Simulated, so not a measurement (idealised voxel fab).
Process module name: voxel wiring stack
Shown is cross-section cut, with a width of 185 nm and square cells of size 5 nm.
Cross-section spec: square-cell grid; bands listed top down; each band is one or more rows. Band: top height; bottom height; in nm. Then, left to right: material with width in nm, for each material. "all across": a single material spanning edge to edge. "air": empty space. The reference from which all heights are counted is 0, the level beneath which the as-received wafer is entirely one material; the lowest band, having no lower bound, proceeds downward and is written after the example "0 nm and below". Quick explanation for "30 to 40": the width changes in equal steps down the rows of cells, from the first number in the band's top row to the second number in its bottom row. A step reported as "no alteration" is a step in which no cell of the cross-section changed. Trapped voids: empty space of 8 cells or more with no open way to the top, each as width x height at its distance from the left edge, in nm. On each step's line, the part that comes after the settings is the simulator's own comment on the step. "overlay nm" answers the question of how far to the right of plan the mask lay on a step that has a mask, and when it is negative the answer is to the left. From here on the document is pairs. In a pair, the cross-section before one process step comes with the cross-section after it, and the latter goes no deeper than the lowest band that changed. What lies in between, the step and its settings, is written under the pair. A pair may be from a different run of this module on the same starting wafer than the pair above it, so it continues from that pair only where its entry headed "Pre-step section" says so.

### Pre-step section
130 nm to 115 nm  lowk (25), then air (25), then lowk (30), then air (25), then lowk (30), then air (25), then lowk (25)
115 nm to 110 nm  SiCN (25), then air (25), then SiCN (30), then air (25), then SiCN (30), then air (25), then SiCN (25)
110 nm to 100 nm  lowk (25), then TiN (5), then W (5), then TiN (5), then lowk (40), then TiN (5), then W (5), then TiN (5), then lowk (40), then TiN (5), then W (5), then TiN (5), then lowk (35)
100 nm to 95 nm  SiCN (25), then TiN (15), then SiCN (40), then TiN (15), then SiCN (40), then TiN (15), then SiCN (35)
95 nm to 90 nm  SiCN (20), then Ru (35), then SiCN (20), then Ru (35), then SiCN (20), then Ru (35), then SiCN (20)
90 nm to 75 nm  lowk (25), then TiN (5), then Cu (15), then TiN (5), then lowk (30), then TiN (5), then Cu (15), then TiN (5), then lowk (30), then TiN (5), then Cu (15), then TiN (5), then lowk (25)
75 nm to 70 nm  SiN (25), then TiN (25), then SiN (30), then TiN (25), then SiN (30), then TiN (25), then SiN (25)
70 nm to 50 nm  W (20), then TiN (5), then lowk (15), then TiN (5), then W (85), then TiN (5), then lowk (15), then TiN (5), then W (30)
50 nm to 45 nm  TiN (25), then SiCN (15), then TiN (95), then SiCN (15), then TiN (35)
45 nm to 20 nm  lowk (20), then SiN (5), then W (25), then SiN (5), then lowk (20), then SiN (5), then W (25), then SiN (5), then lowk (20), then SiN (5), then W (25), then SiN (5), then lowk (20)
20 nm to 15 nm  SiN (25), then TiN (25), then SiN (30), then TiN (25), then SiN (30), then TiN (25), then SiN (25)
15 nm to 0 nm  SiO2 all across
0 nm and below  Si all across
Trapped voids: none

### Step Result
135 nm to 130 nm  TiN (30), then air (15), then TiN (40), then air (15), then TiN (40), then air (15), then TiN (30)
130 nm to 115 nm  lowk (25), then TiN (5), then air (15), then TiN (5), then lowk (30), then TiN (5), then air (15), then TiN (5), then lowk (30), then TiN (5), then air (15), then TiN (5), then lowk (25)
115 nm to 110 nm  SiCN (25), then TiN (25), then SiCN (30), then TiN (25), then SiCN (30), then TiN (25), then SiCN (25)
Nothing below the height 110 has changed.
Trapped voids: none
Between the cross-sections above, the step performed was CONFORMAL_DEP with material TiN, thk nm 5

Pre-step section: carried over from the after image of the pair right above.

### Step Result
145 nm to 135 nm  Ru all across
135 nm to 130 nm  TiN (30), then Ru (15), then TiN (40), then Ru (15), then TiN (40), then Ru (15), then TiN (30)
130 nm to 115 nm  lowk (25), then TiN (5), then Ru (15), then TiN (5), then lowk (30), then TiN (5), then Ru (15), then TiN (5), then lowk (30), then TiN (5), then Ru (15), then TiN (5), then lowk (25)
Nothing below the height 115 has changed.
Trapped voids: none
Between the cross-sections above, the step performed was FILL_DEP with material Ru, thk nm 10

Pre-step section: carried over from the after image of the pair right above.

### Step Result
130 nm to 115 nm  lowk (25), then TiN (5), then Ru (15), then TiN (5), then lowk (30), then TiN (5), then Ru (15), then TiN (5), then lowk (30), then TiN (5), then Ru (15), then TiN (5), then lowk (25)
Nothing below the height 115 has changed.
Trapped voids: none
Between the cross-sections above, the step performed was CMP with height nm 130

Pre-step section: carried over from the after image of the pair right above.

### Step Result
135 nm to 130 nm  air (20), then Ru (35), then air (20), then Ru (35), then air (20), then Ru (35), then air (20)
Nothing below the height 130 has changed.
Trapped voids: none
Between the cross-sections above, the step performed was EPI with material Ru, thk nm 5

Pre-step section: carried over from the after image of the pair right above.

### Step Result
140 nm to 135 nm  SiCN all across
135 nm to 130 nm  SiCN (20), then Ru (35), then SiCN (20), then Ru (35), then SiCN (20), then Ru (35), then SiCN (20)
Nothing below the height 130 has changed.
Trapped voids: none
Between the cross-sections above, the step performed was FILL_DEP with material SiCN, thk nm 5
